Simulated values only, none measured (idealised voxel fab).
Presented below is a process module, voxel capacitor over wiring.
Cross-section cut: width 255 nm, square cells of 5 nm.
We lay out every cross-section as a grid of square cells and spell it out in bands from the top down, where one band means one or more rows of cells. For a band, the entry starts with two heights in nm, that of the top and then that of the bottom, and carries on with the band's materials in order from left to right, each alongside its width in nm; the word "everywhere" beside a single material means it fills the band edge to edge, and "blank" means empty space. We count height from 0. Below that, the starting wafer is all one material. The lowest band never ends at the bottom but goes on down; see "z 0 and below" for how that is written. Quick explanation for "30->40": the width changes in equal steps down the rows of cells, from the first number in the band's top row to the second number in its bottom row. "no alterations made" -> step changed no cross-section cell. The list in "Enclosed internal cavities" covers empty spaces of 8 cells or more that cannot reach the top through any open way, and it gives each as width x height at distance; the distance is from the left edge, and width, height and distance are in nm. Heads up: the bit after the settings on a step's line is the simulator's remark on that step. overlay nm: mask offset rightward from planned place, masked step; negative means leftward offset.
STEPS PLANNED FOR THE PROCESS
| 1 | RECEIVE [material Si] |
| 2 | CONFORMAL_DEP [material SiO2] [thk nm 10] |
| 3 | DIRECTIONAL_DEP [material TiN] [thk nm 5] |
| 4 | DIRECTIONAL_DEP [material W] [thk nm 25] |
| 5 | MASKED_ETCH [tone cover] [mask id METAL_1] [width nm 25] [pitch nm 80] [etch materials W] [depth nm 25] [overlay nm 0] |
| 6 | MASKED_ETCH [tone cover] [mask id METAL_1] [width nm 25] [pitch nm 80] [etch materials TiN] [depth nm 5] [overlay nm 0] |
| 7 | CONFORMAL_DEP [material SiCN] [thk nm 5] |
| 8 | FILL_DEP [material lowk] [thk nm 10] |
| 9 | CMP [height nm 40] |
| 10 | CONFORMAL_DEP [material SiCN] [thk nm 5] |
| 11 | DIRECTIONAL_DEP [material lowk] [thk nm 15] |
| 12 | PATTERN [tone open] [mask id PLUG_1] [material resist] [width nm 15] [thk nm 20] [overlay nm 0] |
| 13 | DIRECTIONAL_ETCH [etch materials lowk] [depth nm 15] |
| 14 | DIRECTIONAL_ETCH [etch materials SiCN] [depth nm 5] |
| 15 | STRIP [etch materials resist] |
| 16 | CONFORMAL_DEP [material TiN] [thk nm 5] |
| 17 | FILL_DEP [material Cu] [thk nm 10] |
| 18 | CMP [height nm 60] |
| 19 | DIRECTIONAL_DEP [material TiN] [thk nm 5] |
| 20 | DIRECTIONAL_DEP [material HfO2] [thk nm 5] |
| 21 | DIRECTIONAL_DEP [material TiN] [thk nm 5] |
| 22 | MASKED_ETCH [tone cover] [mask id UPPER_PLATE] [width nm 60] [etch materials TiN] [depth nm 5] [overlay nm 0] |
| 23 | MASKED_ETCH [tone cover] [mask id UPPER_PLATE] [width nm 60] [etch materials HfO2] [depth nm 5] [overlay nm 0] |
| 24 | MASKED_ETCH [tone cover] [mask id LOWER_PLATE] [width nm 70] [etch materials TiN] [depth nm 5] [overlay nm 0] |
| 25 | FILL_DEP [material SiO2] [thk nm 15] |
| 26 | CMP [height nm 85] |
| 27 | MASKED_ETCH [tone open] [mask id PLUG_2] [width nm 15] [etch materials SiO2] [depth nm 10] [overlay nm 0] |
| 28 | CONFORMAL_DEP [material TiN] [thk nm 5] |
| 29 | FILL_DEP [material W] [thk nm 10] |
| 30 | CMP [height nm 85] |
| 31 | CONFORMAL_DEP [material SiCN] [thk nm 5] |
RECEIVED-STATE CROSS-SECTION, REFLECTING COMPLETION OF STEP 1
z 0 and below = Si everywhere
Enclosed internal cavities: none
CROSS-SECTION AT MODULE END, ONE RUN ERROR; START AND PLAN UNCHANGED FROM ABOVE
z 90 to 85 = SiCN everywhere
z 85 to 80 = SiO2: 95, TiN: 5, W: 5, TiN: 5, SiO2: 145
z 80 to 70 = SiO2: 95->85, TiN: 15->60, SiO2: 145->110
z 70 to 65 = SiO2: 85, HfO2: 60, SiO2: 110
z 65 to 60 = HfO2 everywhere
z 60 to 45 = lowk: 85, TiN: 5, Cu: 5, TiN: 5, lowk: 155
z 45 to 40 = SiCN: 85, TiN: 15, SiCN: 155
z 40 to 15 = lowk: 70, SiCN: 5, W: 25, SiCN: 5, lowk: 45, SiCN: 5, W: 25, SiCN: 5, lowk: 70
z 15 to 10 = SiCN: 75, TiN: 25, SiCN: 55, TiN: 25, SiCN: 75
z 10 to 0 = SiO2 everywhere
z 0 and below = Si everywhere
Enclosed internal cavities: none
Want to know what went wrong? planned and actual differ for step 19; actual: DIRECTIONAL_DEP [material HfO2] [thk nm 5]
